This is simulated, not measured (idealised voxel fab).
This is a process module. Its name is voxel transistor to metal.
Each square cell in cross-section cut measures 5 nm, and the section as a whole is 295 nm wide.
The cross-sections in this document take the form of a grid made of square cells. They are written out as bands, in order from top to bottom. Each band consists of one or more rows of cells. Heights first: top, then bottom, in nm. Then materials, left to right, each with a width in nm. "all across" on a single material: fills the band edge to edge. "blank": empty space. The reference from which all heights are counted is 0, the level beneath which the as-received wafer is entirely one material; the lowest band, having no lower bound, proceeds downward and is written after the example "z 0 and below". Width: "30 to 40" (first number = top row, second number = bottom row, same change from row to row of cells). It should be understood that the words "no change", when stated for a given step, signify that the cross-section underwent no change in any of its cells during that step. The label "Closed void register" introduces a list of the empty spaces, 8 cells or larger, that have no open way up to the top; each entry in it reads width x height at distance, where the distance is taken from the left edge and all three are stated in nm. Where a step's line continues beyond its settings, the continuation is a remark by the simulator itself on that step. Each step line may optionally specify "overlay nm", which for a step with a mask gives the rightward distance between the mask's planned place and where it lay, a negative value indicating the leftward direction.
Plan:
1: RECEIVE,material Si
2: OXIDIZE,depth nm 5
3: CONFORMAL_DEP,material SiN,thk nm 15
4: MASKED_ETCH,tone cover,mask id ACTIVE,width nm 115,pitch nm 135,etch materials SiN,depth nm 15,overlay nm 0
5: MASKED_ETCH,tone cover,mask id ACTIVE,width nm 115,pitch nm 135,etch materials SiO2,depth nm 5,overlay nm 0
6: MASKED_ETCH,tone cover,mask id ACTIVE,width nm 115,pitch nm 135,etch materials Si,depth nm 35,overlay nm 0
7: FILL_DEP,material SiO2,thk nm 15
8: CMP,height nm 15
9: SELECTIVE_ETCH,etch materials SiO2,depth nm 5
10: STRIP,etch materials SiN
11: SELECTIVE_ETCH,etch materials SiO2,depth nm 5
12: OXIDIZE,depth nm 5
13: DIRECTIONAL_DEP,material polySi,thk nm 20
14: DIRECTIONAL_DEP,material SiCN,thk nm 15
15: DIRECTIONAL_DEP,material aC,thk nm 15
16: PATTERN,tone cover,mask id GATE,material resist,width nm 15,pitch nm 135,thk nm 35,overlay nm 0
17: DIRECTIONAL_ETCH,etch materials aC,depth nm 15
18: STRIP,etch materials resist
19: DIRECTIONAL_ETCH,etch materials SiCN,depth nm 25
20: DIRECTIONAL_ETCH,etch materials polySi,depth nm 30
21: STRIP,etch materials aC
22: CONFORMAL_DEP,material SiN,thk nm 5
23: DIRECTIONAL_ETCH,etch materials SiN,depth nm 5
24: DIRECTIONAL_ETCH,etch materials SiO2,depth nm 5
25: DIRECTIONAL_ETCH,etch materials Si,depth nm 5
26: EPI,material pSi,thk nm 10
27: FILL_DEP,material SiO2,thk nm 10
28: CMP,height nm 30
29: DIRECTIONAL_DEP,material SiO2,thk nm 15
30: MASKED_ETCH,tone open,mask id CONTACT,width nm 20,etch materials SiO2,depth nm 50,overlay nm 0
31: CONFORMAL_DEP,material TiN,thk nm 5
32: FILL_DEP,material W,thk nm 10
33: CMP,height nm 45
34: DIRECTIONAL_DEP,material TiN,thk nm 5
35: DIRECTIONAL_DEP,material Ru,thk nm 20
36: DIRECTIONAL_DEP,material aC,thk nm 15
37: PATTERN,tone cover,mask id METAL_1,material resist,width nm 20,thk nm 30,overlay nm 0
38: DIRECTIONAL_ETCH,etch materials aC,depth nm 15
39: STRIP,etch materials resist
40: DIRECTIONAL_ETCH,etch materials Ru,depth nm 20
41: DIRECTIONAL_ETCH,etch materials TiN,depth nm 5
42: STRIP,etch materials aC
43: CONFORMAL_DEP,material SiCN,thk nm 5
44: FILL_DEP,material SiO2,thk nm 10
45: CMP,height nm 70
46: CONFORMAL_DEP,material SiN,thk nm 5
Wafer, first of two, run as planned:
Step 1 complete: cross-section of the wafer as received:
	z 0 and below: Si all across
	Closed void register: none
Wafer after step 2 (cross-section):
	z 0 to -5: SiO2 all across
	Under the height -5 nothing was changed.
Wafer after step 3 (cross-section):
	z 15 to 0: SiN all across
	Under the height 0 nothing was changed.
Wafer after step 4 (cross-section):
	z 15 to 0: blank 20  SiN 115  blank 20  SiN 115  blank 25
	Under the height 0 nothing was changed.
Wafer after step 5 (cross-section):
	z 15 to 0: blank 20  SiN 115  blank 20  SiN 115  blank 25
	z 0 to -5: blank 20  SiO2 115  blank 20  SiO2 115  blank 25
	Under the height -5 nothing was changed.
Wafer after step 6 (cross-section):
	z 15 to 0: blank 20  SiN 115  blank 20  SiN 115  blank 25
	z 0 to -5: blank 20  SiO2 115  blank 20  SiO2 115  blank 25
	z -5 to -40: blank 20  Si 115  blank 20  Si 115  blank 25
	Under the height -40 nothing was changed.
Wafer after step 7 (cross-section):
	z 30 to 15: SiO2 all across
	z 15 to 0: SiO2 20  SiN 115  SiO2 20  SiN 115  SiO2 25
	z 0 to -5: SiO2 all across
	z -5 to -40: SiO2 20  Si 115  SiO2 20  Si 115  SiO2 25
	Under the height -40 nothing was changed.
Wafer after step 8 (cross-section):
	z 15 to 0: SiO2 20  SiN 115  SiO2 20  SiN 115  SiO2 25
	Under the height 0 nothing was changed.
Wafer after step 9 (cross-section):
	z 15 to 10: blank 20  SiN 115  blank 20  SiN 115  blank 25
	Under the height 10 nothing was changed.
Wafer after step 10 (cross-section):
	z 10 to 0: SiO2 20  blank 115  SiO2 20  blank 115  SiO2 25
	Under the height 0 nothing was changed.
Wafer after step 11 (cross-section):
	z 5 to -5: SiO2 15  blank 125  SiO2 10  blank 125  SiO2 20
	Under the height -5 nothing was changed.
Wafer after step 12 (cross-section):
	z 5 to -5: SiO2 15  blank 125  SiO2 10  blank 125  SiO2 20
	z -5 to -10: SiO2 all across
	Under the height -10 nothing was changed.
Wafer after step 13 (cross-section):
	z 25 to 15: polySi 15  blank 125  polySi 10  blank 125  polySi 20
	z 15 to 5: polySi all across
	z 5 to -5: SiO2 15  polySi 125  SiO2 10  polySi 125  SiO2 20
	Under the height -5 nothing was changed.
Wafer after step 14 (cross-section):
	z 40 to 30: SiCN 15  blank 125  SiCN 10  blank 125  SiCN 20
	z 30 to 25: SiCN all across
	z 25 to 15: polySi 15  SiCN 125  polySi 10  SiCN 125  polySi 20
	Under the height 15 nothing was changed.
Wafer after step 15 (cross-section):
	z 55 to 45: aC 15  blank 125  aC 10  blank 125  aC 20
	z 45 to 40: aC all across
	z 40 to 30: SiCN 15  aC 125  SiCN 10  aC 125  SiCN 20
	Under the height 30 nothing was changed.
Wafer after step 16 (cross-section):
	z 90 to 55: blank 70  resist 15  blank 120  resist 15  blank 75
	z 55 to 45: aC 15  blank 55  resist 15  blank 55  aC 10  blank 55  resist 15  blank 55  aC 20
	Under the height 45 nothing was changed.
Wafer after step 17 (cross-section):
	z 75 to 45: blank 70  resist 15  blank 120  resist 15  blank 75
	z 45 to 40: blank 70  aC 15  blank 120  aC 15  blank 75
	z 40 to 30: SiCN 15  blank 55  aC 15  blank 55  SiCN 10  blank 55  aC 15  blank 55  SiCN 20
	Under the height 30 nothing was changed.
Wafer after step 18 (cross-section):
	z 45 to 40: blank 70  aC 15  blank 120  aC 15  blank 75
	Under the height 40 nothing was changed.
Wafer after step 19 (cross-section):
	z 45 to 30: blank 70  aC 15  blank 120  aC 15  blank 75
	z 30 to 25: blank 70  SiCN 15  blank 120  SiCN 15  blank 75
	z 25 to 15: polySi 15  blank 55  SiCN 15  blank 55  polySi 10  blank 55  SiCN 15  blank 55  polySi 20
	Under the height 15 nothing was changed.
Wafer after step 20 (cross-section):
	z 45 to 30: blank 70  aC 15  blank 120  aC 15  blank 75
	z 30 to 15: blank 70  SiCN 15  blank 120  SiCN 15  blank 75
	z 15 to 5: blank 70  polySi 15  blank 120  polySi 15  blank 75
	z 5 to -5: SiO2 15  blank 55  polySi 15  blank 55  SiO2 10  blank 55  polySi 15  blank 55  SiO2 20
	Under the height -5 nothing was changed.
Wafer after step 21 (cross-section):
	z 30 to 15: blank 70  SiCN 15  blank 120  SiCN 15  blank 75
	Under the height 15 nothing was changed.
Wafer after step 22 (cross-section):
	z 35 to 30: blank 65  SiN 25  blank 110  SiN 25  blank 70
	z 30 to 15: blank 65  SiN 5  SiCN 15  SiN 5  blank 110  SiN 5  SiCN 15  SiN 5  blank 70
	z 15 to 10: blank 65  SiN 5  polySi 15  SiN 5  blank 110  SiN 5  polySi 15  SiN 5  blank 70
	z 10 to 5: SiN 20  blank 45  SiN 5  polySi 15  SiN 5  blank 45  SiN 20  blank 45  SiN 5  polySi 15  SiN 5  blank 45  SiN 25
	z 5 to 0: SiO2 15  SiN 5  blank 45  SiN 5  polySi 15  SiN 5  blank 45  SiN 5  SiO2 10  SiN 5  blank 45  SiN 5  polySi 15  SiN 5  blank 45  SiN 5  SiO2 20
	z 0 to -5: SiO2 15  SiN 55  polySi 15  SiN 55  SiO2 10  SiN 55  polySi 15  SiN 55  SiO2 20
	Under the height -5 nothing was changed.
Wafer after step 23 (cross-section):
	z 30 to 15: blank 65  SiN 5  SiCN 15  SiN 5  blank 110  SiN 5  SiCN 15  SiN 5  blank 70
	z 15 to 5: blank 65  SiN 5  polySi 15  SiN 5  blank 110  SiN 5  polySi 15  SiN 5  blank 70
	z 5 to -5: SiO2 15  SiN 5  blank 45  SiN 5  polySi 15  SiN 5  blank 45  SiN 5  SiO2 10  SiN 5  blank 45  SiN 5  polySi 15  SiN 5  blank 45  SiN 5  SiO2 20
	Under the height -5 nothing was changed.
Wafer after step 24 (cross-section):
	z 30 to 15: blank 65  SiN 5  SiCN 15  SiN 5  blank 110  SiN 5  SiCN 15  SiN 5  blank 70
	z 15 to 5: blank 65  SiN 5  polySi 15  SiN 5  blank 110  SiN 5  polySi 15  SiN 5  blank 70
	z 5 to 0: blank 15  SiN 5  blank 45  SiN 5  polySi 15  SiN 5  blank 45  SiN 5  blank 10  SiN 5  blank 45  SiN 5  polySi 15  SiN 5  blank 45  SiN 5  blank 20
	z 0 to -5: SiO2 15  SiN 5  blank 45  SiN 5  polySi 15  SiN 5  blank 45  SiN 5  SiO2 10  SiN 5  blank 45  SiN 5  polySi 15  SiN 5  blank 45  SiN 5  SiO2 20
	z -5 to -10: SiO2 20  blank 45  SiO2 25  blank 45  SiO2 20  blank 45  SiO2 25  blank 45  SiO2 25
	Under the height -10 nothing was changed.
Wafer after step 25 (cross-section):
	z 30 to 15: blank 65  SiN 5  SiCN 15  SiN 5  blank 110  SiN 5  SiCN 15  SiN 5  blank 70
	z 15 to 5: blank 65  SiN 5  polySi 15  SiN 5  blank 110  SiN 5  polySi 15  SiN 5  blank 70
	z 5 to 0: blank 15  SiN 5  blank 45  SiN 5  polySi 15  SiN 5  blank 45  SiN 5  blank 10  SiN 5  blank 45  SiN 5  polySi 15  SiN 5  blank 45  SiN 5  blank 20
	z 0 to -5: SiO2 15  SiN 5  blank 45  SiN 5  polySi 15  SiN 5  blank 45  SiN 5  SiO2 10  SiN 5  blank 45  SiN 5  polySi 15  SiN 5  blank 45  SiN 5  SiO2 20
	z -5 to -10: SiO2 20  blank 45  SiO2 25  blank 45  SiO2 20  blank 45  SiO2 25  blank 45  SiO2 25
	z -10 to -15: SiO2 20  blank 45  Si 25  blank 45  SiO2 20  blank 45  Si 25  blank 45  SiO2 25
	Under the height -15 nothing was changed.
Wafer after step 26 (cross-section):
	z 30 to 15: blank 65  SiN 5  SiCN 15  SiN 5  blank 110  SiN 5  SiCN 15  SiN 5  blank 70
	z 15 to 5: blank 65  SiN 5  polySi 15  SiN 5  blank 110  SiN 5  polySi 15  SiN 5  blank 70
	z 5 to 0: blank 15  SiN 5  blank 45  SiN 5  polySi 15  SiN 5  blank 45  SiN 5  blank 10  SiN 5  blank 45  SiN 5  polySi 15  SiN 5  blank 45  SiN 5  blank 20
	z 0 to -5: SiO2 15  SiN 5  blank 35  pSi 10  SiN 5  polySi 15  SiN 5  pSi 10  blank 35  SiN 5  SiO2 10  SiN 5  blank 35  pSi 10  SiN 5  polySi 15  SiN 5  pSi 10  blank 35  SiN 5  SiO2 20
	z -5 to -10: SiO2 20  pSi 45  SiO2 25  pSi 45  SiO2 20  pSi 45  SiO2 25  pSi 45  SiO2 25
	z -10 to -15: SiO2 20  pSi 45  Si 25  pSi 45  SiO2 20  pSi 45  Si 25  pSi 45  SiO2 25
	Under the height -15 nothing was changed.
Wafer after step 27 (cross-section):
	z 40 to 30: SiO2 all across
	z 30 to 15: SiO2 65  SiN 5  SiCN 15  SiN 5  SiO2 110  SiN 5  SiCN 15  SiN 5  SiO2 70
	z 15 to 5: SiO2 65  SiN 5  polySi 15  SiN 5  SiO2 110  SiN 5  polySi 15  SiN 5  SiO2 70
	z 5 to 0: SiO2 15  SiN 5  SiO2 45  SiN 5  polySi 15  SiN 5  SiO2 45  SiN 5  SiO2 10  SiN 5  SiO2 45  SiN 5  polySi 15  SiN 5  SiO2 45  SiN 5  SiO2 20
	z 0 to -5: SiO2 15  SiN 5  SiO2 35  pSi 10  SiN 5  polySi 15  SiN 5  pSi 10  SiO2 35  SiN 5  SiO2 10  SiN 5  SiO2 35  pSi 10  SiN 5  polySi 15  SiN 5  pSi 10  SiO2 35  SiN 5  SiO2 20
	Under the height -5 nothing was changed.
Wafer after step 28 (cross-section):
	z 30 to 15: SiO2 65  SiN 5  SiCN 15  SiN 5  SiO2 110  SiN 5  SiCN 15  SiN 5  SiO2 70
	Under the height 15 nothing was changed.
Wafer after step 29 (cross-section):
	z 45 to 30: SiO2 all across
	Under the height 30 nothing was changed.
Wafer after step 30 (cross-section):
	z 45 to 30: SiO2 30  blank 20  SiO2 55  blank 20  SiO2 40  blank 20  SiO2 55  blank 20  SiO2 35
	z 30 to 15: SiO2 30  blank 20  SiO2 15  SiN 5  SiCN 15  SiN 5  SiO2 15  blank 20  SiO2 40  blank 20  SiO2 15  SiN 5  SiCN 15  SiN 5  SiO2 15  blank 20  SiO2 35
	z 15 to 5: SiO2 30  blank 20  SiO2 15  SiN 5  polySi 15  SiN 5  SiO2 15  blank 20  SiO2 40  blank 20  SiO2 15  SiN 5  polySi 15  SiN 5  SiO2 15  blank 20  SiO2 35
	z 5 to 0: SiO2 15  SiN 5  SiO2 10  blank 20  SiO2 15  SiN 5  polySi 15  SiN 5  SiO2 15  blank 20  SiO2 10  SiN 5  SiO2 10  SiN 5  SiO2 10  blank 20  SiO2 15  SiN 5  polySi 15  SiN 5  SiO2 15  blank 20  SiO2 10  SiN 5  SiO2 20
	z 0 to -5: SiO2 15  SiN 5  SiO2 10  blank 20  SiO2 5  pSi 10  SiN 5  polySi 15  SiN 5  pSi 10  SiO2 5  blank 20  SiO2 10  SiN 5  SiO2 10  SiN 5  SiO2 10  blank 20  SiO2 5  pSi 10  SiN 5  polySi 15  SiN 5  pSi 10  SiO2 5  blank 20  SiO2 10  SiN 5  SiO2 20
	Under the height -5 nothing was changed.
Wafer after step 31 (cross-section):
	z 50 to 45: TiN 35  blank 10  TiN 65  blank 10  TiN 50  blank 10  TiN 65  blank 10  TiN 40
	z 45 to 30: SiO2 30  TiN 5  blank 10  TiN 5  SiO2 55  TiN 5  blank 10  TiN 5  SiO2 40  TiN 5  blank 10  TiN 5  SiO2 55  TiN 5  blank 10  TiN 5  SiO2 35
	z 30 to 15: SiO2 30  TiN 5  blank 10  TiN 5  SiO2 15  SiN 5  SiCN 15  SiN 5  SiO2 15  TiN 5  blank 10  TiN 5  SiO2 40  TiN 5  blank 10  TiN 5  SiO2 15  SiN 5  SiCN 15  SiN 5  SiO2 15  TiN 5  blank 10  TiN 5  SiO2 35
	z 15 to 5: SiO2 30  TiN 5  blank 10  TiN 5  SiO2 15  SiN 5  polySi 15  SiN 5  SiO2 15  TiN 5  blank 10  TiN 5  SiO2 40  TiN 5  blank 10  TiN 5  SiO2 15  SiN 5  polySi 15  SiN 5  SiO2 15  TiN 5  blank 10  TiN 5  SiO2 35
	z 5 to 0: SiO2 15  SiN 5  SiO2 10  TiN 5  blank 10  TiN 5  SiO2 15  SiN 5  polySi 15  SiN 5  SiO2 15  TiN 5  blank 10  TiN 5  SiO2 10  SiN 5  SiO2 10  SiN 5  SiO2 10  TiN 5  blank 10  TiN 5  SiO2 15  SiN 5  polySi 15  SiN 5  SiO2 15  TiN 5  blank 10  TiN 5  SiO2 10  SiN 5  SiO2 20
	z 0 to -5: SiO2 15  SiN 5  SiO2 10  TiN 20  SiO2 5  pSi 10  SiN 5  polySi 15  SiN 5  pSi 10  SiO2 5  TiN 20  SiO2 10  SiN 5  SiO2 10  SiN 5  SiO2 10  TiN 20  SiO2 5  pSi 10  SiN 5  polySi 15  SiN 5  pSi 10  SiO2 5  TiN 20  SiO2 10  SiN 5  SiO2 20
	Under the height -5 nothing was changed.
Wafer after step 32 (cross-section):
	z 60 to 50: W all across
	z 50 to 45: TiN 35  W 10  TiN 65  W 10  TiN 50  W 10  TiN 65  W 10  TiN 40
	z 45 to 30: SiO2 30  TiN 5  W 10  TiN 5  SiO2 55  TiN 5  W 10  TiN 5  SiO2 40  TiN 5  W 10  TiN 5  SiO2 55  TiN 5  W 10  TiN 5  SiO2 35
	z 30 to 15: SiO2 30  TiN 5  W 10  TiN 5  SiO2 15  SiN 5  SiCN 15  SiN 5  SiO2 15  TiN 5  W 10  TiN 5  SiO2 40  TiN 5  W 10  TiN 5  SiO2 15  SiN 5  SiCN 15  SiN 5  SiO2 15  TiN 5  W 10  TiN 5  SiO2 35
	z 15 to 5: SiO2 30  TiN 5  W 10  TiN 5  SiO2 15  SiN 5  polySi 15  SiN 5  SiO2 15  TiN 5  W 10  TiN 5  SiO2 40  TiN 5  W 10  TiN 5  SiO2 15  SiN 5  polySi 15  SiN 5  SiO2 15  TiN 5  W 10  TiN 5  SiO2 35
	z 5 to 0: SiO2 15  SiN 5  SiO2 10  TiN 5  W 10  TiN 5  SiO2 15  SiN 5  polySi 15  SiN 5  SiO2 15  TiN 5  W 10  TiN 5  SiO2 10  SiN 5  SiO2 10  SiN 5  SiO2 10  TiN 5  W 10  TiN 5  SiO2 15  SiN 5  polySi 15  SiN 5  SiO2 15  TiN 5  W 10  TiN 5  SiO2 10  SiN 5  SiO2 20
	Under the height 0 nothing was changed.
Wafer after step 33 (cross-section):
	z 45 to 30: SiO2 30  TiN 5  W 10  TiN 5  SiO2 55  TiN 5  W 10  TiN 5  SiO2 40  TiN 5  W 10  TiN 5  SiO2 55  TiN 5  W 10  TiN 5  SiO2 35
	Under the height 30 nothing was changed.
Wafer after step 34 (cross-section):
	z 50 to 45: TiN all across
	Under the height 45 nothing was changed.
Wafer after step 35 (cross-section):
	z 70 to 50: Ru all across
	Under the height 50 nothing was changed.
Wafer after step 36 (cross-section):
	z 85 to 70: aC all across
	Under the height 70 nothing was changed.
Wafer after step 37 (cross-section):
	z 115 to 85: blank 30  resist 20  blank 55  resist 20  blank 40  resist 20  blank 55  resist 20  blank 35
	Under the height 85 nothing was changed.
Wafer after step 38 (cross-section):
	z 100 to 85: blank 30  resist 20  blank 55  resist 20  blank 40  resist 20  blank 55  resist 20  blank 35
	z 85 to 70: blank 30  aC 20  blank 55  aC 20  blank 40  aC 20  blank 55  aC 20  blank 35
	Under the height 70 nothing was changed.
Wafer after step 39 (cross-section):
	z 85 to 70: blank 30  aC 20  blank 55  aC 20  blank 40  aC 20  blank 55  aC 20  blank 35
	Under the height 70 nothing was changed.
Wafer after step 40 (cross-section):
	z 85 to 70: blank 30  aC 20  blank 55  aC 20  blank 40  aC 20  blank 55  aC 20  blank 35
	z 70 to 50: blank 30  Ru 20  blank 55  Ru 20  blank 40  Ru 20  blank 55  Ru 20  blank 35
	Under the height 50 nothing was changed.
Wafer after step 41 (cross-section):
	z 85 to 70: blank 30  aC 20  blank 55  aC 20  blank 40  aC 20  blank 55  aC 20  blank 35
	z 70 to 50: blank 30  Ru 20  blank 55  Ru 20  blank 40  Ru 20  blank 55  Ru 20  blank 35
	z 50 to 45: blank 30  TiN 20  blank 55  TiN 20  blank 40  TiN 20  blank 55  TiN 20  blank 35
	Under the height 45 nothing was changed.
Wafer after step 42 (cross-section):
	z 70 to 50: blank 30  Ru 20  blank 55  Ru 20  blank 40  Ru 20  blank 55  Ru 20  blank 35
	Under the height 50 nothing was changed.
Wafer after step 43 (cross-section):
	z 75 to 70: blank 25  SiCN 30  blank 45  SiCN 30  blank 30  SiCN 30  blank 45  SiCN 30  blank 30
	z 70 to 50: blank 25  SiCN 5  Ru 20  SiCN 5  blank 45  SiCN 5  Ru 20  SiCN 5  blank 30  SiCN 5  Ru 20  SiCN 5  blank 45  SiCN 5  Ru 20  SiCN 5  blank 30
	z 50 to 45: SiCN 30  TiN 20  SiCN 55  TiN 20  SiCN 40  TiN 20  SiCN 55  TiN 20  SiCN 35
	Under the height 45 nothing was changed.
Wafer after step 44 (cross-section):
	z 85 to 75: SiO2 all across
	z 75 to 70: SiO2 25  SiCN 30  SiO2 45  SiCN 30  SiO2 30  SiCN 30  SiO2 45  SiCN 30  SiO2 30
	z 70 to 50: SiO2 25  SiCN 5  Ru 20  SiCN 5  SiO2 45  SiCN 5  Ru 20  SiCN 5  SiO2 30  SiCN 5  Ru 20  SiCN 5  SiO2 45  SiCN 5  Ru 20  SiCN 5  SiO2 30
	Under the height 50 nothing was changed.
Wafer after step 45 (cross-section):
	z 70 to 50: SiO2 25  SiCN 5  Ru 20  SiCN 5  SiO2 45  SiCN 5  Ru 20  SiCN 5  SiO2 30  SiCN 5  Ru 20  SiCN 5  SiO2 45  SiCN 5  Ru 20  SiCN 5  SiO2 30
	Under the height 50 nothing was changed.
Wafer after step 46 (cross-section):
	z 75 to 70: SiN all across
	Under the height 70 nothing was changed.
Second wafer: like start, like plan, one mistake. Through step 29 it matches the first wafer:
X-section, second wafer, when step 30 was due to finish:
	z 45 to 30: SiO2 40  blank 20  SiO2 55  blank 20  SiO2 40  blank 20  SiO2 55  blank 20  SiO2 25
	z 30 to 15: SiO2 40  blank 20  SiO2 5  SiN 5  SiCN 15  SiN 5  SiO2 25  blank 20  SiO2 40  blank 20  SiO2 5  SiN 5  SiCN 15  SiN 5  SiO2 25  blank 20  SiO2 25
	z 15 to 5: SiO2 40  blank 20  SiO2 5  SiN 5  polySi 15  SiN 5  SiO2 25  blank 20  SiO2 40  blank 20  SiO2 5  SiN 5  polySi 15  SiN 5  SiO2 25  blank 20  SiO2 25
	z 5 to 0: SiO2 15  SiN 5  SiO2 20  blank 20  SiO2 5  SiN 5  polySi 15  SiN 5  SiO2 25  blank 20  SiN 5  SiO2 10  SiN 5  SiO2 20  blank 20  SiO2 5  SiN 5  polySi 15  SiN 5  SiO2 25  blank 20  SiN 5  SiO2 20
	z 0 to -5: SiO2 15  SiN 5  SiO2 20  blank 15  pSi 10  SiN 5  polySi 15  SiN 5  pSi 10  SiO2 15  blank 20  SiN 5  SiO2 10  SiN 5  SiO2 20  blank 15  pSi 10  SiN 5  polySi 15  SiN 5  pSi 10  SiO2 15  blank 20  SiN 5  SiO2 20
	Under the height -5 nothing was changed.
X-section, second wafer, when step 31 was due to finish:
	z 50 to 45: TiN 45  blank 10  TiN 65  blank 10  TiN 50  blank 10  TiN 65  blank 10  TiN 30
	z 45 to 30: SiO2 40  TiN 5  blank 10  TiN 5  SiO2 55  TiN 5  blank 10  TiN 5  SiO2 40  TiN 5  blank 10  TiN 5  SiO2 55  TiN 5  blank 10  TiN 5  SiO2 25
	z 30 to 15: SiO2 40  TiN 5  blank 10  TiN 5  SiO2 5  SiN 5  SiCN 15  SiN 5  SiO2 25  TiN 5  blank 10  TiN 5  SiO2 40  TiN 5  blank 10  TiN 5  SiO2 5  SiN 5  SiCN 15  SiN 5  SiO2 25  TiN 5  blank 10  TiN 5  SiO2 25
	z 15 to 5: SiO2 40  TiN 5  blank 10  TiN 5  SiO2 5  SiN 5  polySi 15  SiN 5  SiO2 25  TiN 5  blank 10  TiN 5  SiO2 40  TiN 5  blank 10  TiN 5  SiO2 5  SiN 5  polySi 15  SiN 5  SiO2 25  TiN 5  blank 10  TiN 5  SiO2 25
	z 5 to 0: SiO2 15  SiN 5  SiO2 20  TiN 5  blank 5  TiN 10  SiO2 5  SiN 5  polySi 15  SiN 5  SiO2 25  TiN 5  blank 10  TiN 5  SiN 5  SiO2 10  SiN 5  SiO2 20  TiN 5  blank 5  TiN 10  SiO2 5  SiN 5  polySi 15  SiN 5  SiO2 25  TiN 5  blank 10  TiN 5  SiN 5  SiO2 20
	z 0 to -5: SiO2 15  SiN 5  SiO2 20  TiN 15  pSi 10  SiN 5  polySi 15  SiN 5  pSi 10  SiO2 15  TiN 20  SiN 5  SiO2 10  SiN 5  SiO2 20  TiN 15  pSi 10  SiN 5  polySi 15  SiN 5  pSi 10  SiO2 15  TiN 20  SiN 5  SiO2 20
	Under the height -5 nothing was changed.
X-section, second wafer, when step 32 was due to finish:
	z 60 to 50: W all across
	z 50 to 45: TiN 45  W 10  TiN 65  W 10  TiN 50  W 10  TiN 65  W 10  TiN 30
	z 45 to 30: SiO2 40  TiN 5  W 10  TiN 5  SiO2 55  TiN 5  W 10  TiN 5  SiO2 40  TiN 5  W 10  TiN 5  SiO2 55  TiN 5  W 10  TiN 5  SiO2 25
	z 30 to 15: SiO2 40  TiN 5  W 10  TiN 5  SiO2 5  SiN 5  SiCN 15  SiN 5  SiO2 25  TiN 5  W 10  TiN 5  SiO2 40  TiN 5  W 10  TiN 5  SiO2 5  SiN 5  SiCN 15  SiN 5  SiO2 25  TiN 5  W 10  TiN 5  SiO2 25
	z 15 to 5: SiO2 40  TiN 5  W 10  TiN 5  SiO2 5  SiN 5  polySi 15  SiN 5  SiO2 25  TiN 5  W 10  TiN 5  SiO2 40  TiN 5  W 10  TiN 5  SiO2 5  SiN 5  polySi 15  SiN 5  SiO2 25  TiN 5  W 10  TiN 5  SiO2 25
	z 5 to 0: SiO2 15  SiN 5  SiO2 20  TiN 5  W 5  TiN 10  SiO2 5  SiN 5  polySi 15  SiN 5  SiO2 25  TiN 5  W 10  TiN 5  SiN 5  SiO2 10  SiN 5  SiO2 20  TiN 5  W 5  TiN 10  SiO2 5  SiN 5  polySi 15  SiN 5  SiO2 25  TiN 5  W 10  TiN 5  SiN 5  SiO2 20
	Under the height 0 nothing was changed.
X-section, second wafer, when step 33 was due to finish:
	z 45 to 30: SiO2 40  TiN 5  W 10  TiN 5  SiO2 55  TiN 5  W 10  TiN 5  SiO2 40  TiN 5  W 10  TiN 5  SiO2 55  TiN 5  W 10  TiN 5  SiO2 25
	Under the height 30 nothing was changed.
X-section, second wafer, when step 34 was due to finish:
	z 50 to 45: TiN all across
	Under the height 45 nothing was changed.
X-section, second wafer, when step 35 was due to finish:
	z 70 to 50: Ru all across
	Under the height 50 nothing was changed.
X-section, second wafer, when step 36 was due to finish:
	z 85 to 70: aC all across
	Under the height 70 nothing was changed.
X-section, second wafer, when step 37 was due to finish:
	z 115 to 85: blank 30  resist 20  blank 55  resist 20  blank 40  resist 20  blank 55  resist 20  blank 35
	Under the height 85 nothing was changed.
X-section, second wafer, when step 38 was due to finish:
	z 100 to 85: blank 30  resist 20  blank 55  resist 20  blank 40  resist 20  blank 55  resist 20  blank 35
	z 85 to 70: blank 30  aC 20  blank 55  aC 20  blank 40  aC 20  blank 55  aC 20  blank 35
	Under the height 70 nothing was changed.
X-section, second wafer, when step 39 was due to finish:
	z 85 to 70: blank 30  aC 20  blank 55  aC 20  blank 40  aC 20  blank 55  aC 20  blank 35
	Under the height 70 nothing was changed.
X-section, second wafer, when step 40 was due to finish:
	z 85 to 70: blank 30  aC 20  blank 55  aC 20  blank 40  aC 20  blank 55  aC 20  blank 35
	z 70 to 50: blank 30  Ru 20  blank 55  Ru 20  blank 40  Ru 20  blank 55  Ru 20  blank 35
	Under the height 50 nothing was changed.
X-section, second wafer, when step 41 was due to finish:
	z 85 to 70: blank 30  aC 20  blank 55  aC 20  blank 40  aC 20  blank 55  aC 20  blank 35
	z 70 to 50: blank 30  Ru 20  blank 55  Ru 20  blank 40  Ru 20  blank 55  Ru 20  blank 35
	z 50 to 45: blank 30  TiN 20  blank 55  TiN 20  blank 40  TiN 20  blank 55  TiN 20  blank 35
	Under the height 45 nothing was changed.
X-section, second wafer, when step 42 was due to finish:
	z 70 to 50: blank 30  Ru 20  blank 55  Ru 20  blank 40  Ru 20  blank 55  Ru 20  blank 35
	Under the height 50 nothing was changed.
X-section, second wafer, when step 43 was due to finish:
	z 75 to 70: blank 25  SiCN 30  blank 45  SiCN 30  blank 30  SiCN 30  blank 45  SiCN 30  blank 30
	z 70 to 50: blank 25  SiCN 5  Ru 20  SiCN 5  blank 45  SiCN 5  Ru 20  SiCN 5  blank 30  SiCN 5  Ru 20  SiCN 5  blank 45  SiCN 5  Ru 20  SiCN 5  blank 30
	z 50 to 45: SiCN 30  TiN 20  SiCN 55  TiN 20  SiCN 40  TiN 20  SiCN 55  TiN 20  SiCN 35
	Under the height 45 nothing was changed.
X-section, second wafer, when step 44 was due to finish:
	z 85 to 75: SiO2 all across
	z 75 to 70: SiO2 25  SiCN 30  SiO2 45  SiCN 30  SiO2 30  SiCN 30  SiO2 45  SiCN 30  SiO2 30
	z 70 to 50: SiO2 25  SiCN 5  Ru 20  SiCN 5  SiO2 45  SiCN 5  Ru 20  SiCN 5  SiO2 30  SiCN 5  Ru 20  SiCN 5  SiO2 45  SiCN 5  Ru 20  SiCN 5  SiO2 30
	Under the height 50 nothing was changed.
X-section, second wafer, when step 45 was due to finish:
	z 70 to 50: SiO2 25  SiCN 5  Ru 20  SiCN 5  SiO2 45  SiCN 5  Ru 20  SiCN 5  SiO2 30  SiCN 5  Ru 20  SiCN 5  SiO2 45  SiCN 5  Ru 20  SiCN 5  SiO2 30
	Under the height 50 nothing was changed.
X-section, second wafer, when step 46 was due to finish:
	z 75 to 70: SiN all across
	Under the height 70 nothing was changed.
Deviation noted in wafer processing: step 30 ran differently from the plan; actual operation with settings: MASKED_ETCH,tone open,mask id CONTACT,width nm 20,etch materials SiO2,depth nm 50,overlay nm 10
Once processing is complete, comparing cell counts shows that the second wafer has more or fewer of certain materials than the first: SiO2 +2; W -2
